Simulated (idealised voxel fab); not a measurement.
process module | voxel transistor to metal
cross-section cut | 250 nm wide | cells 5 nm
A cross-section is a grid of square cells, given in bands from the top down. A band is one or more rows of cells.
Each band's line starts with the height of the band's top and of its bottom, in nm. Then come its materials from left to right, each with its width in nm. One material with "throughout" fills the band from edge to edge. "air" is empty space.
Height 0 is the level under which the wafer as received is all one material. The lowest band goes on downwards, as in "0 down".
A width such as "30 to 40" changes by the same amount from each row of cells to the next, from the band's top row to its bottom row.
"no change" after a step means that no cell of the cross-section changed.
closed voids: empty space of 8 cells or more with no open way to the top, each as width x height at its distance from the left edge, in nm
after a step's settings: what the simulator itself notes on the step
overlay nm, on a step with a mask: how far to the right of its planned place the mask lay; to the left if negative
plan
1 op RECEIVE | material Si
2 op CONFORMAL_DEP | material SiO2 | thk nm 5
3 op CONFORMAL_DEP | material SiN | thk nm 15
4 op MASKED_ETCH | tone cover | mask id ACTIVE | width nm 85 | pitch nm 115 | etch materials SiN | depth nm 15 | overlay nm 0
5 op MASKED_ETCH | tone cover | mask id ACTIVE | width nm 85 | pitch nm 115 | etch materials SiO2 | depth nm 5 | overlay nm 0
6 op MASKED_ETCH | tone cover | mask id ACTIVE | width nm 85 | pitch nm 115 | etch materials Si | depth nm 20 | overlay nm 0
7 op OXIDIZE | depth nm 5
8 op FILL_DEP | material SiO2 | thk nm 5
9 op CMP | height nm 20
10 op SELECTIVE_ETCH | etch materials SiO2 | depth nm 15
11 op STRIP | etch materials SiN
12 op SELECTIVE_ETCH | etch materials SiO2 | depth nm 5
13 op OXIDIZE | depth nm 5
14 op DIRECTIONAL_DEP | material polySi | thk nm 30
15 op DIRECTIONAL_DEP | material SiCN | thk nm 15
16 op PATTERN | tone cover | mask id GATE | material resist | width nm 15 | pitch nm 115 | thk nm 20 | overlay nm 0
17 op DIRECTIONAL_ETCH | etch materials SiCN | depth nm 25
18 op DIRECTIONAL_ETCH | etch materials polySi | depth nm 40
19 op STRIP | etch materials resist
20 op CONFORMAL_DEP | material SiN | thk nm 5
21 op DIRECTIONAL_ETCH | etch materials SiN | depth nm 5
22 op DIRECTIONAL_ETCH | etch materials SiO2 | depth nm 5
23 op DIRECTIONAL_ETCH | etch materials Si | depth nm 10
24 op EPI | material nSi | thk nm 10
25 op FILL_DEP | material SiO2 | thk nm 10
26 op CMP | height nm 45
27 op DIRECTIONAL_DEP | material SiO2 | thk nm 15
28 op PATTERN | tone open | mask id CONTACT | material resist | width nm 15 | thk nm 15 | overlay nm 0
29 op DIRECTIONAL_ETCH | etch materials SiO2 | depth nm 65
30 op STRIP | etch materials resist
31 op CONFORMAL_DEP | material TiN | thk nm 5
32 op FILL_DEP | material W | thk nm 5
33 op CMP | height nm 60
34 op DIRECTIONAL_DEP | material TiN | thk nm 5
35 op DIRECTIONAL_DEP | material W | thk nm 15
36 op DIRECTIONAL_DEP | material aC | thk nm 10
37 op PATTERN | tone cover | mask id METAL_1 | material resist | width nm 15 | thk nm 25 | overlay nm 0
38 op DIRECTIONAL_ETCH | etch materials aC | depth nm 10
39 op STRIP | etch materials resist
40 op DIRECTIONAL_ETCH | etch materials W | depth nm 15
41 op DIRECTIONAL_ETCH | etch materials TiN | depth nm 5
42 op STRIP | etch materials aC
43 op CONFORMAL_DEP | material SiCN | thk nm 5
44 op FILL_DEP | material lowk | thk nm 10
45 op CMP | height nm 80
46 op CONFORMAL_DEP | material SiCN | thk nm 5
first wafer, as planned
as received, after step 1
  0 down: Si throughout
  closed voids: none
after step 2
  5 to 0: SiO2 throughout
  below 0: unchanged
after step 3
  20 to 5: SiN throughout
  below 5: unchanged
after step 4
  20 to 5: air 25 | SiN 85 | air 30 | SiN 85 | air 25
  below 5: unchanged
after step 5
  20 to 5: air 25 | SiN 85 | air 30 | SiN 85 | air 25
  5 to 0: air 25 | SiO2 85 | air 30 | SiO2 85 | air 25
  below 0: unchanged
after step 6
  20 to 5: air 25 | SiN 85 | air 30 | SiN 85 | air 25
  5 to 0: air 25 | SiO2 85 | air 30 | SiO2 85 | air 25
  0 to -20: air 25 | Si 85 | air 30 | Si 85 | air 25
  below -20: unchanged
after step 7
  20 to 5: air 25 | SiN 85 | air 30 | SiN 85 | air 25
  5 to 0: air 25 | SiO2 85 | air 30 | SiO2 85 | air 25
  0 to -20: air 25 | SiO2 5 | Si 75 | SiO2 5 | air 30 | SiO2 5 | Si 75 | SiO2 5 | air 25
  -20 to -25: SiO2 30 | Si 75 | SiO2 40 | Si 75 | SiO2 30
  below -25: unchanged
after step 8
  25 to 20: SiO2 throughout
  20 to 5: SiO2 25 | SiN 85 | SiO2 30 | SiN 85 | SiO2 25
  5 to 0: SiO2 throughout
  0 to -25: SiO2 30 | Si 75 | SiO2 40 | Si 75 | SiO2 30
  below -25: unchanged
after step 9
  20 to 5: SiO2 25 | SiN 85 | SiO2 30 | SiN 85 | SiO2 25
  below 5: unchanged
after step 10
  20 to 5: air 25 | SiN 85 | air 30 | SiN 85 | air 25
  below 5: unchanged
after step 11
  5 to 0: SiO2 throughout
  below 0: unchanged
after step 12
  0 to -25: SiO2 30 | Si 75 | SiO2 40 | Si 75 | SiO2 30
  below -25: unchanged
after step 13
  0 to -5: SiO2 throughout
  below -5: unchanged
after step 14
  30 to 0: polySi throughout
  below 0: unchanged
after step 15
  45 to 30: SiCN throughout
  below 30: unchanged
after step 16
  65 to 45: air 60 | resist 15 | air 100 | resist 15 | air 60
  below 45: unchanged
after step 17
  65 to 45: air 60 | resist 15 | air 100 | resist 15 | air 60
  45 to 30: air 60 | SiCN 15 | air 100 | SiCN 15 | air 60
  below 30: unchanged
after step 18
  65 to 45: air 60 | resist 15 | air 100 | resist 15 | air 60
  45 to 30: air 60 | SiCN 15 | air 100 | SiCN 15 | air 60
  30 to 0: air 60 | polySi 15 | air 100 | polySi 15 | air 60
  below 0: unchanged
after step 19
  45 to 30: air 60 | SiCN 15 | air 100 | SiCN 15 | air 60
  below 30: unchanged
after step 20
  50 to 45: air 55 | SiN 25 | air 90 | SiN 25 | air 55
  45 to 30: air 55 | SiN 5 | SiCN 15 | SiN 5 | air 90 | SiN 5 | SiCN 15 | SiN 5 | air 55
  30 to 5: air 55 | SiN 5 | polySi 15 | SiN 5 | air 90 | SiN 5 | polySi 15 | SiN 5 | air 55
  5 to 0: SiN 60 | polySi 15 | SiN 100 | polySi 15 | SiN 60
  below 0: unchanged
after step 21
  45 to 30: air 55 | SiN 5 | SiCN 15 | SiN 5 | air 90 | SiN 5 | SiCN 15 | SiN 5 | air 55
  30 to 0: air 55 | SiN 5 | polySi 15 | SiN 5 | air 90 | SiN 5 | polySi 15 | SiN 5 | air 55
  below 0: unchanged
after step 22
  45 to 30: air 55 | SiN 5 | SiCN 15 | SiN 5 | air 90 | SiN 5 | SiCN 15 | SiN 5 | air 55
  30 to 0: air 55 | SiN 5 | polySi 15 | SiN 5 | air 90 | SiN 5 | polySi 15 | SiN 5 | air 55
  0 to -5: air 55 | SiO2 25 | air 90 | SiO2 25 | air 55
  below -5: unchanged
after step 23
  45 to 30: air 55 | SiN 5 | SiCN 15 | SiN 5 | air 90 | SiN 5 | SiCN 15 | SiN 5 | air 55
  30 to 0: air 55 | SiN 5 | polySi 15 | SiN 5 | air 90 | SiN 5 | polySi 15 | SiN 5 | air 55
  0 to -5: air 55 | SiO2 25 | air 90 | SiO2 25 | air 55
  -5 to -15: SiO2 30 | air 25 | Si 25 | air 25 | SiO2 40 | air 25 | Si 25 | air 25 | SiO2 30
  below -15: unchanged
after step 24
  45 to 30: air 55 | SiN 5 | SiCN 15 | SiN 5 | air 90 | SiN 5 | SiCN 15 | SiN 5 | air 55
  30 to 5: air 55 | SiN 5 | polySi 15 | SiN 5 | air 90 | SiN 5 | polySi 15 | SiN 5 | air 55
  5 to 0: air 45 | nSi 10 | SiN 5 | polySi 15 | SiN 5 | nSi 10 | air 70 | nSi 10 | SiN 5 | polySi 15 | SiN 5 | nSi 10 | air 45
  0 to -5: air 45 | nSi 10 | SiO2 25 | nSi 10 | air 70 | nSi 10 | SiO2 25 | nSi 10 | air 45
  -5 to -15: SiO2 30 | nSi 25 | Si 25 | nSi 25 | SiO2 40 | nSi 25 | Si 25 | nSi 25 | SiO2 30
  below -15: unchanged
after step 25
  55 to 45: SiO2 throughout
  45 to 30: SiO2 55 | SiN 5 | SiCN 15 | SiN 5 | SiO2 90 | SiN 5 | SiCN 15 | SiN 5 | SiO2 55
  30 to 5: SiO2 55 | SiN 5 | polySi 15 | SiN 5 | SiO2 90 | SiN 5 | polySi 15 | SiN 5 | SiO2 55
  5 to 0: SiO2 45 | nSi 10 | SiN 5 | polySi 15 | SiN 5 | nSi 10 | SiO2 70 | nSi 10 | SiN 5 | polySi 15 | SiN 5 | nSi 10 | SiO2 45
  0 to -5: SiO2 45 | nSi 10 | SiO2 25 | nSi 10 | SiO2 70 | nSi 10 | SiO2 25 | nSi 10 | SiO2 45
  below -5: unchanged
after step 26
  45 to 30: SiO2 55 | SiN 5 | SiCN 15 | SiN 5 | SiO2 90 | SiN 5 | SiCN 15 | SiN 5 | SiO2 55
  below 30: unchanged
after step 27
  60 to 45: SiO2 throughout
  below 45: unchanged
after step 28
  75 to 60: resist 30 | air 15 | resist 45 | air 15 | resist 40 | air 15 | resist 45 | air 15 | resist 30
  below 60: unchanged
after step 29
  75 to 60: resist 30 | air 15 | resist 45 | air 15 | resist 40 | air 15 | resist 45 | air 15 | resist 30
  60 to 45: SiO2 30 | air 15 | SiO2 45 | air 15 | SiO2 40 | air 15 | SiO2 45 | air 15 | SiO2 30
  45 to 30: SiO2 30 | air 15 | SiO2 10 | SiN 5 | SiCN 15 | SiN 5 | SiO2 10 | air 15 | SiO2 40 | air 15 | SiO2 10 | SiN 5 | SiCN 15 | SiN 5 | SiO2 10 | air 15 | SiO2 30
  30 to 5: SiO2 30 | air 15 | SiO2 10 | SiN 5 | polySi 15 | SiN 5 | SiO2 10 | air 15 | SiO2 40 | air 15 | SiO2 10 | SiN 5 | polySi 15 | SiN 5 | SiO2 10 | air 15 | SiO2 30
  5 to 0: SiO2 30 | air 15 | nSi 10 | SiN 5 | polySi 15 | SiN 5 | nSi 10 | air 15 | SiO2 40 | air 15 | nSi 10 | SiN 5 | polySi 15 | SiN 5 | nSi 10 | air 15 | SiO2 30
  0 to -5: SiO2 30 | air 15 | nSi 10 | SiO2 25 | nSi 10 | air 15 | SiO2 40 | air 15 | nSi 10 | SiO2 25 | nSi 10 | air 15 | SiO2 30
  below -5: unchanged
after step 30
  60 to 45: SiO2 30 | air 15 | SiO2 45 | air 15 | SiO2 40 | air 15 | SiO2 45 | air 15 | SiO2 30
  below 45: unchanged
after step 31
  65 to 60: TiN 35 | air 5 | TiN 55 | air 5 | TiN 50 | air 5 | TiN 55 | air 5 | TiN 35
  60 to 45: SiO2 30 | TiN 5 | air 5 | TiN 5 | SiO2 45 | TiN 5 | air 5 | TiN 5 | SiO2 40 | TiN 5 | air 5 | TiN 5 | SiO2 45 | TiN 5 | air 5 | TiN 5 | SiO2 30
  45 to 30: SiO2 30 | TiN 5 | air 5 | TiN 5 | SiO2 10 | SiN 5 | SiCN 15 | SiN 5 | SiO2 10 | TiN 5 | air 5 | TiN 5 | SiO2 40 | TiN 5 | air 5 | TiN 5 | SiO2 10 | SiN 5 | SiCN 15 | SiN 5 | SiO2 10 | TiN 5 | air 5 | TiN 5 | SiO2 30
  30 to 5: SiO2 30 | TiN 5 | air 5 | TiN 5 | SiO2 10 | SiN 5 | polySi 15 | SiN 5 | SiO2 10 | TiN 5 | air 5 | TiN 5 | SiO2 40 | TiN 5 | air 5 | TiN 5 | SiO2 10 | SiN 5 | polySi 15 | SiN 5 | SiO2 10 | TiN 5 | air 5 | TiN 5 | SiO2 30
  5 to 0: SiO2 30 | TiN 5 | air 5 | TiN 5 | nSi 10 | SiN 5 | polySi 15 | SiN 5 | nSi 10 | TiN 5 | air 5 | TiN 5 | SiO2 40 | TiN 5 | air 5 | TiN 5 | nSi 10 | SiN 5 | polySi 15 | SiN 5 | nSi 10 | TiN 5 | air 5 | TiN 5 | SiO2 30
  0 to -5: SiO2 30 | TiN 15 | nSi 10 | SiO2 25 | nSi 10 | TiN 15 | SiO2 40 | TiN 15 | nSi 10 | SiO2 25 | nSi 10 | TiN 15 | SiO2 30
  below -5: unchanged
after step 32
  70 to 65: W throughout
  65 to 60: TiN 35 | W 5 | TiN 55 | W 5 | TiN 50 | W 5 | TiN 55 | W 5 | TiN 35
  60 to 45: SiO2 30 | TiN 5 | W 5 | TiN 5 | SiO2 45 | TiN 5 | W 5 | TiN 5 | SiO2 40 | TiN 5 | W 5 | TiN 5 | SiO2 45 | TiN 5 | W 5 | TiN 5 | SiO2 30
  45 to 30: SiO2 30 | TiN 5 | W 5 | TiN 5 | SiO2 10 | SiN 5 | SiCN 15 | SiN 5 | SiO2 10 | TiN 5 | W 5 | TiN 5 | SiO2 40 | TiN 5 | W 5 | TiN 5 | SiO2 10 | SiN 5 | SiCN 15 | SiN 5 | SiO2 10 | TiN 5 | W 5 | TiN 5 | SiO2 30
  30 to 5: SiO2 30 | TiN 5 | W 5 | TiN 5 | SiO2 10 | SiN 5 | polySi 15 | SiN 5 | SiO2 10 | TiN 5 | W 5 | TiN 5 | SiO2 40 | TiN 5 | W 5 | TiN 5 | SiO2 10 | SiN 5 | polySi 15 | SiN 5 | SiO2 10 | TiN 5 | W 5 | TiN 5 | SiO2 30
  5 to 0: SiO2 30 | TiN 5 | W 5 | TiN 5 | nSi 10 | SiN 5 | polySi 15 | SiN 5 | nSi 10 | TiN 5 | W 5 | TiN 5 | SiO2 40 | TiN 5 | W 5 | TiN 5 | nSi 10 | SiN 5 | polySi 15 | SiN 5 | nSi 10 | TiN 5 | W 5 | TiN 5 | SiO2 30
  below 0: unchanged
after step 33
  60 to 45: SiO2 30 | TiN 5 | W 5 | TiN 5 | SiO2 45 | TiN 5 | W 5 | TiN 5 | SiO2 40 | TiN 5 | W 5 | TiN 5 | SiO2 45 | TiN 5 | W 5 | TiN 5 | SiO2 30
  below 45: unchanged
after step 34
  65 to 60: TiN throughout
  below 60: unchanged
after step 35
  80 to 65: W throughout
  below 65: unchanged
after step 36
  90 to 80: aC throughout
  below 80: unchanged
after step 37
  115 to 90: air 30 | resist 15 | air 45 | resist 15 | air 40 | resist 15 | air 45 | resist 15 | air 30
  below 90: unchanged
after step 38
  105 to 90: air 30 | resist 15 | air 45 | resist 15 | air 40 | resist 15 | air 45 | resist 15 | air 30
  90 to 80: air 30 | aC 15 | air 45 | aC 15 | air 40 | aC 15 | air 45 | aC 15 | air 30
  below 80: unchanged
after step 39
  90 to 80: air 30 | aC 15 | air 45 | aC 15 | air 40 | aC 15 | air 45 | aC 15 | air 30
  below 80: unchanged
after step 40
  90 to 80: air 30 | aC 15 | air 45 | aC 15 | air 40 | aC 15 | air 45 | aC 15 | air 30
  80 to 65: air 30 | W 15 | air 45 | W 15 | air 40 | W 15 | air 45 | W 15 | air 30
  below 65: unchanged
after step 41
  90 to 80: air 30 | aC 15 | air 45 | aC 15 | air 40 | aC 15 | air 45 | aC 15 | air 30
  80 to 65: air 30 | W 15 | air 45 | W 15 | air 40 | W 15 | air 45 | W 15 | air 30
  65 to 60: air 30 | TiN 15 | air 45 | TiN 15 | air 40 | TiN 15 | air 45 | TiN 15 | air 30
  below 60: unchanged
after step 42
  80 to 65: air 30 | W 15 | air 45 | W 15 | air 40 | W 15 | air 45 | W 15 | air 30
  below 65: unchanged
after step 43
  85 to 80: air 25 | SiCN 25 | air 35 | SiCN 25 | air 30 | SiCN 25 | air 35 | SiCN 25 | air 25
  80 to 65: air 25 | SiCN 5 | W 15 | SiCN 5 | air 35 | SiCN 5 | W 15 | SiCN 5 | air 30 | SiCN 5 | W 15 | SiCN 5 | air 35 | SiCN 5 | W 15 | SiCN 5 | air 25
  65 to 60: SiCN 30 | TiN 15 | SiCN 45 | TiN 15 | SiCN 40 | TiN 15 | SiCN 45 | TiN 15 | SiCN 30
  below 60: unchanged
after step 44
  95 to 85: lowk throughout
  85 to 80: lowk 25 | SiCN 25 | lowk 35 | SiCN 25 | lowk 30 | SiCN 25 | lowk 35 | SiCN 25 | lowk 25
  80 to 65: lowk 25 | SiCN 5 | W 15 | SiCN 5 | lowk 35 | SiCN 5 | W 15 | SiCN 5 | lowk 30 | SiCN 5 | W 15 | SiCN 5 | lowk 35 | SiCN 5 | W 15 | SiCN 5 | lowk 25
  below 65: unchanged
after step 45
  80 to 65: lowk 25 | SiCN 5 | W 15 | SiCN 5 | lowk 35 | SiCN 5 | W 15 | SiCN 5 | lowk 30 | SiCN 5 | W 15 | SiCN 5 | lowk 35 | SiCN 5 | W 15 | SiCN 5 | lowk 25
  below 65: unchanged
after step 46
  85 to 80: SiCN throughout
  below 80: unchanged
second wafer: like start, like plan, one mistake. Through step 36 it matches the first wafer
when step 37 should have ended
  115 to 90: air 25 | resist 25 | air 35 | resist 25 | air 30 | resist 25 | air 35 | resist 25 | air 25
  below 90: unchanged
when step 38 should have ended
  105 to 90: air 25 | resist 25 | air 35 | resist 25 | air 30 | resist 25 | air 35 | resist 25 | air 25
  90 to 80: air 25 | aC 25 | air 35 | aC 25 | air 30 | aC 25 | air 35 | aC 25 | air 25
  below 80: unchanged
when step 39 should have ended
  90 to 80: air 25 | aC 25 | air 35 | aC 25 | air 30 | aC 25 | air 35 | aC 25 | air 25
  below 80: unchanged
when step 40 should have ended
  90 to 80: air 25 | aC 25 | air 35 | aC 25 | air 30 | aC 25 | air 35 | aC 25 | air 25
  80 to 65: air 25 | W 25 | air 35 | W 25 | air 30 | W 25 | air 35 | W 25 | air 25
  below 65: unchanged
when step 41 should have ended
  90 to 80: air 25 | aC 25 | air 35 | aC 25 | air 30 | aC 25 | air 35 | aC 25 | air 25
  80 to 65: air 25 | W 25 | air 35 | W 25 | air 30 | W 25 | air 35 | W 25 | air 25
  65 to 60: air 25 | TiN 25 | air 35 | TiN 25 | air 30 | TiN 25 | air 35 | TiN 25 | air 25
  below 60: unchanged
when step 42 should have ended
  80 to 65: air 25 | W 25 | air 35 | W 25 | air 30 | W 25 | air 35 | W 25 | air 25
  below 65: unchanged
when step 43 should have ended
  85 to 80: air 20 | SiCN 35 | air 25 | SiCN 35 | air 20 | SiCN 35 | air 25 | SiCN 35 | air 20
  80 to 65: air 20 | SiCN 5 | W 25 | SiCN 5 | air 25 | SiCN 5 | W 25 | SiCN 5 | air 20 | SiCN 5 | W 25 | SiCN 5 | air 25 | SiCN 5 | W 25 | SiCN 5 | air 20
  65 to 60: SiCN 25 | TiN 25 | SiCN 35 | TiN 25 | SiCN 30 | TiN 25 | SiCN 35 | TiN 25 | SiCN 25
  below 60: unchanged
when step 44 should have ended
  95 to 85: lowk throughout
  85 to 80: lowk 20 | SiCN 35 | lowk 25 | SiCN 35 | lowk 20 | SiCN 35 | lowk 25 | SiCN 35 | lowk 20
  80 to 65: lowk 20 | SiCN 5 | W 25 | SiCN 5 | lowk 25 | SiCN 5 | W 25 | SiCN 5 | lowk 20 | SiCN 5 | W 25 | SiCN 5 | lowk 25 | SiCN 5 | W 25 | SiCN 5 | lowk 20
  below 65: unchanged
when step 45 should have ended
  80 to 65: lowk 20 | SiCN 5 | W 25 | SiCN 5 | lowk 25 | SiCN 5 | W 25 | SiCN 5 | lowk 20 | SiCN 5 | W 25 | SiCN 5 | lowk 25 | SiCN 5 | W 25 | SiCN 5 | lowk 20
  below 65: unchanged
when step 46 should have ended
  85 to 80: SiCN throughout
  below 80: unchanged
what went wrong: step 37 ran as: op PATTERN | tone cover | mask id METAL_1 | material resist | width nm 25 | thk nm 25 | overlay nm 0
at the end the second wafer has, in cells: 8 fewer of SiCN | 8 more of TiN | 24 more of W | 24 fewer of lowk
